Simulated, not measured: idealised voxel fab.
process module | voxel double patterning
cross-section cut | 250 nm wide | cells 5 nm
A cross-section is a grid of square cells, given in bands from the top down. A band is one or more rows of cells.
Each band's line starts with the height of the band's top and of its bottom, in nm. Then come its materials from left to right, each with its width in nm. One material with "throughout" fills the band from edge to edge. "air" is empty space.
Height 0 is the level under which the wafer as received is all one material. The lowest band goes on downwards, as in "0 down".
A width such as "30 to 40" changes by the same amount from each row of cells to the next, from the band's top row to its bottom row.
"no change" after a step means that no cell of the cross-section changed.
closed voids: empty space of 8 cells or more with no open way to the top, each as width x height at its distance from the left edge, in nm
after a step's settings: what the simulator itself notes on the step
overlay nm, on a step with a mask: how far to the right of its planned place the mask lay; to the left if negative
plan
1 op RECEIVE | material Si
2 op CONFORMAL_DEP | material SiN | thk nm 10
3 op DIRECTIONAL_DEP | material SiO2 | thk nm 20
4 op DIRECTIONAL_DEP | material SiCN | thk nm 10
5 op MASKED_ETCH | tone open | mask id FIRST | width nm 15 | pitch nm 50 | etch materials SiCN | depth nm 10 | overlay nm 0
6 op DIRECTIONAL_DEP | material aC | thk nm 10
7 op PATTERN | tone open | mask id SECOND | material resist | width nm 15 | pitch nm 50 | thk nm 30 | overlay nm 0
8 op DIRECTIONAL_ETCH | etch materials aC | depth nm 10
9 op STRIP | etch materials resist
10 op DIRECTIONAL_ETCH | etch materials SiCN | depth nm 10
11 op STRIP | etch materials aC
12 op DIRECTIONAL_ETCH | etch materials SiO2 | depth nm 20
13 op STRIP | etch materials SiCN
as received, after step 1
  0 down: Si throughout
  closed voids: none
a wafer at the end: this start, this plan, one mistake
  30 to 10: air 65 | SiO2 15 | air 35 | SiO2 15 | air 35 | SiO2 15 | air 70
  10 to 0: SiN throughout
  0 down: Si throughout
  closed voids: none
what went wrong: step 5 ran as: op MASKED_ETCH | tone cover | mask id FIRST | width nm 15 | pitch nm 50 | etch materials SiCN | depth nm 10 | overlay nm 0
